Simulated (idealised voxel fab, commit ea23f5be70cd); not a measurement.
Module name: voxel wiring stack (process module)
The cross-section on display is named cut; it measures 250 nm wide, and its cells are 5 nm squares.
If you're reading a cross-section in this doc, picture square cells in a grid; it comes to you as bands, top ones listed first down to the bottom, and a band can be one or more rows of cells. A band entry consists of two parts. The first gives the height of the band's top and the height of its bottom, in nm. The rest lists the band's materials from left to right, each with its width in nm. A single material labelled with the word "everywhere" fills the band from edge to edge, and the word "air" marks empty space. Height reference: 0 = level under which incoming wafer is all one material. Lowest band: no bottom, runs on downward, e.g. "top 0, no bottom". Width spec "30 to 40" -> top row of cells at first value, bottom row at second value, equal per-row change in between. Given "all unchanged" for a step, no cell of the cross-section differs between before and after that step. "Sealed void listing" specifies each empty space that is not open to the top and that occupies no fewer than 8 cells, using the form width x height at distance, the distance measured from the left edge and all three quantities in nm. Step line, after settings: the simulator's comment on this step. "overlay nm" denotes, for a step that has a mask, the displacement of the mask to the right of its planned place, with negative values corresponding to the left.
These are the steps we planned for the process
| 1 | RECEIVE, material Si |
| 2 | CONFORMAL_DEP, material SiO2, thk nm 10 |
| 3 | CONFORMAL_DEP, material SiN, thk nm 5 |
| 4 | DIRECTIONAL_DEP, material SiO2, thk nm 20 |
| 5 | DIRECTIONAL_DEP, material aC, thk nm 10 |
| 6 | PATTERN, tone open, mask id METAL_1, material resist, width nm 20, pitch nm 40, thk nm 25, overlay nm 0 |
| 7 | DIRECTIONAL_ETCH, etch materials aC, depth nm 10 |
| 8 | STRIP, etch materials resist |
| 9 | DIRECTIONAL_ETCH, etch materials SiO2, depth nm 20 |
| 10 | DIRECTIONAL_ETCH, etch materials SiN, depth nm 5 |
| 11 | STRIP, etch materials aC |
| 12 | CONFORMAL_DEP, material TiN, thk nm 5 |
| 13 | FILL_DEP, material Cu, thk nm 5 |
| 14 | CMP, height nm 35 |
| 15 | CONFORMAL_DEP, material SiCN, thk nm 5 |
| 16 | DIRECTIONAL_DEP, material lowk, thk nm 30 |
| 17 | MASKED_ETCH, tone open, mask id METAL_2, width nm 20, pitch nm 40, etch materials lowk, depth nm 20, overlay nm 0 |
| 18 | PATTERN, tone open, mask id METAL_2_HOLES, material resist, width nm 15, pitch nm 40, thk nm 20, overlay nm 0 |
| 19 | DIRECTIONAL_ETCH, etch materials lowk, depth nm 10 |
| 20 | DIRECTIONAL_ETCH, etch materials SiCN, depth nm 5 |
| 21 | STRIP, etch materials resist |
| 22 | CONFORMAL_DEP, material TiN, thk nm 5 |
| 23 | FILL_DEP, material Cu, thk nm 10 |
| 24 | CMP, height nm 70 |
| 25 | CONFORMAL_DEP, material SiCN, thk nm 5 |
| 26 | DIRECTIONAL_DEP, material lowk, thk nm 10 |
| 27 | DIRECTIONAL_DEP, material aC, thk nm 15 |
| 28 | PATTERN, tone open, mask id PLUG_2, material resist, width nm 15, thk nm 35, overlay nm 0 |
| 29 | DIRECTIONAL_ETCH, etch materials aC, depth nm 15 |
| 30 | STRIP, etch materials resist |
| 31 | DIRECTIONAL_ETCH, etch materials lowk, depth nm 10 |
| 32 | DIRECTIONAL_ETCH, etch materials SiCN, depth nm 5 |
| 33 | STRIP, etch materials aC |
| 34 | EPI, material Ru, thk nm 10 |
| 35 | EPI, material Ru, thk nm 5 |
| 36 | CONFORMAL_DEP, material SiCN, thk nm 5 |
| 37 | DIRECTIONAL_DEP, material lowk, thk nm 20 |
| 38 | PATTERN, tone open, mask id METAL_3, material resist, width nm 20, pitch nm 40, thk nm 15, overlay nm 0 |
| 39 | DIRECTIONAL_ETCH, etch materials lowk, depth nm 20 |
| 40 | DIRECTIONAL_ETCH, etch materials SiCN, depth nm 5 |
| 41 | STRIP, etch materials resist |
| 42 | CONFORMAL_DEP, material TiN, thk nm 5 |
| 43 | FILL_DEP, material Cu, thk nm 5 |
| 44 | CMP, height nm 110 |
| 45 | EPI, material Ru, thk nm 5 |
| 46 | FILL_DEP, material SiCN, thk nm 5 |
| 47 | DIRECTIONAL_DEP, material SiO2, thk nm 10 |
| 48 | DIRECTIONAL_DEP, material aC, thk nm 10 |
| 49 | PATTERN, tone open, mask id PLUG_3, material resist, width nm 15, pitch nm 40, thk nm 30, overlay nm 0 |
| 50 | DIRECTIONAL_ETCH, etch materials aC, depth nm 10 |
| 51 | STRIP, etch materials resist |
| 52 | DIRECTIONAL_ETCH, etch materials SiO2, depth nm 10 |
| 53 | DIRECTIONAL_ETCH, etch materials SiCN, depth nm 5 |
| 54 | STRIP, etch materials aC |
| 55 | EPI, material Ru, thk nm 10 |
| 56 | EPI, material Ru, thk nm 5 |
| 57 | CONFORMAL_DEP, material SiN, thk nm 5 |
| 58 | DIRECTIONAL_DEP, material SiO2, thk nm 15 |
| 59 | MASKED_ETCH, tone open, mask id METAL_4, width nm 20, pitch nm 40, etch materials SiO2, depth nm 15, overlay nm 0 |
| 60 | MASKED_ETCH, tone open, mask id METAL_4, width nm 20, pitch nm 40, etch materials SiN, depth nm 5, overlay nm 0 |
| 61 | CONFORMAL_DEP, material TiN, thk nm 5 |
| 62 | FILL_DEP, material W, thk nm 10 |
| 63 | CMP, height nm 150 |
| 64 | EPI, material Ru, thk nm 5 |
| 65 | FILL_DEP, material SiCN, thk nm 5 |
Received-state cross-section, reflecting completion of step 1
> top 0, no bottom  Si everywhere
> Sealed void listing: none
As-planned run: cross-section of the first of two wafers at end of module
> top 160, bottom 155  SiCN everywhere
> top 155, bottom 150  90 of SiCN, 30 of Ru, 10 of SiCN, 30 of Ru, 90 of SiCN
> top 150, bottom 135  95 of SiO2, 5 of TiN, 10 of W, 5 of TiN, 20 of SiO2, 5 of TiN, 10 of W, 5 of TiN, 95 of SiO2
> top 135, bottom 130  95 of SiN, 20 of TiN, 20 of SiN, 20 of TiN, 95 of SiN
> top 130, bottom 120  95 of SiO2, 15 of Ru, 25 of SiO2, 15 of Ru, 100 of SiO2
> top 120, bottom 110  95 to 90 of SiCN, 15 to 30 of Ru, 25 to 10 of SiCN, 15 to 30 of Ru, 100 to 90 of SiCN
> top 110, bottom 90  95 of lowk, 5 of TiN, 10 of Cu, 5 of TiN, 20 of lowk, 5 of TiN, 10 of Cu, 5 of TiN, 95 of lowk
> top 90, bottom 85  95 of SiCN, 20 of TiN, 20 of SiCN, 20 of TiN, 95 of SiCN
> top 85, bottom 75  95 of lowk, 15 of Ru, 140 of lowk
> top 75, bottom 70  95 of SiCN, 15 of Ru, 140 of SiCN
> top 70, bottom 55  95 of lowk, 5 of TiN, 10 of Cu, 5 of TiN, 20 of lowk, 5 of TiN, 10 of Cu, 5 of TiN, 95 of lowk
> top 55, bottom 50  95 of lowk, 5 of TiN, 5 of Cu, 10 of TiN, 20 of lowk, 5 of TiN, 5 of Cu, 10 of TiN, 95 of lowk
> top 50, bottom 40  95 of lowk, 5 of TiN, 5 of Cu, 5 of TiN, 25 of lowk, 5 of TiN, 5 of Cu, 5 of TiN, 100 of lowk
> top 40, bottom 35  95 of SiCN, 15 of TiN, 25 of SiCN, 15 of TiN, 100 of SiCN
> top 35, bottom 15  95 of SiO2, 5 of TiN, 10 of Cu, 5 of TiN, 20 of SiO2, 5 of TiN, 10 of Cu, 5 of TiN, 95 of SiO2
> top 15, bottom 10  95 of SiN, 20 of TiN, 20 of SiN, 20 of TiN, 95 of SiN
> top 10, bottom 0  SiO2 everywhere
> top 0, no bottom  Si everywhere
> Sealed void listing: none
The second wafer, shown in cross-section after the module: started the same way as the first and given the same plan, yet one mistake crept into how it was run
> top 160, bottom 155  SiCN everywhere
> top 155, bottom 150  90 of SiCN, 30 of Ru, 10 of SiCN, 30 of Ru, 90 of SiCN
> top 150, bottom 135  95 of SiO2, 5 of TiN, 10 of W, 5 of TiN, 20 of SiO2, 5 of TiN, 10 of W, 5 of TiN, 95 of SiO2
> top 135, bottom 130  95 of SiN, 20 of TiN, 20 of SiN, 20 of TiN, 95 of SiN
> top 130, bottom 120  95 of SiO2, 15 of Ru, 25 of SiO2, 15 of Ru, 100 of SiO2
> top 120, bottom 110  95 to 90 of SiCN, 15 to 30 of Ru, 25 to 10 of SiCN, 15 to 30 of Ru, 100 to 90 of SiCN
> top 110, bottom 90  95 of lowk, 5 of TiN, 10 of Cu, 5 of TiN, 20 of lowk, 5 of TiN, 10 of Cu, 5 of TiN, 95 of lowk
> top 90, bottom 85  95 of SiCN, 20 of TiN, 20 of SiCN, 20 of TiN, 95 of SiCN
> top 85, bottom 75  95 of lowk, 15 of Ru, 140 of lowk
> top 75, bottom 70  95 of SiCN, 15 of Ru, 140 of SiCN
> top 70, bottom 60  105 to 90 of Cu, 5 to 20 of TiN, 5 of lowk, 5 of TiN, 25 to 10 of Cu, 5 to 20 of TiN, 5 of lowk, 5 of TiN, 90 of Cu
> top 60, bottom 55  90 of Cu, 5 of TiN, 20 of lowk, 5 of TiN, 10 of Cu, 5 of TiN, 20 of lowk, 5 of TiN, 90 of Cu
> top 55, bottom 50  95 of TiN, 20 of lowk, 20 of TiN, 20 of lowk, 95 of TiN
> top 50, bottom 40  lowk everywhere
> top 40, bottom 35  SiCN everywhere
> top 35, bottom 15  95 of SiO2, 5 of TiN, 10 of Cu, 5 of TiN, 20 of SiO2, 5 of TiN, 10 of Cu, 5 of TiN, 95 of SiO2
> top 15, bottom 10  95 of SiN, 20 of TiN, 20 of SiN, 20 of TiN, 95 of SiN
> top 10, bottom 0  SiO2 everywhere
> top 0, no bottom  Si everywhere
> Sealed void listing: none
Nonconformance to the process plan: step 17, actual vs plan mismatch, actual run MASKED_ETCH, tone cover, mask id METAL_2, width nm 20, pitch nm 40, etch materials lowk, depth nm 20, overlay nm 0
Heads up, by the end the second wafer has more or fewer cells of some materials compared to the first: +102 Cu | +6 SiCN | +28 TiN | -136 lowk
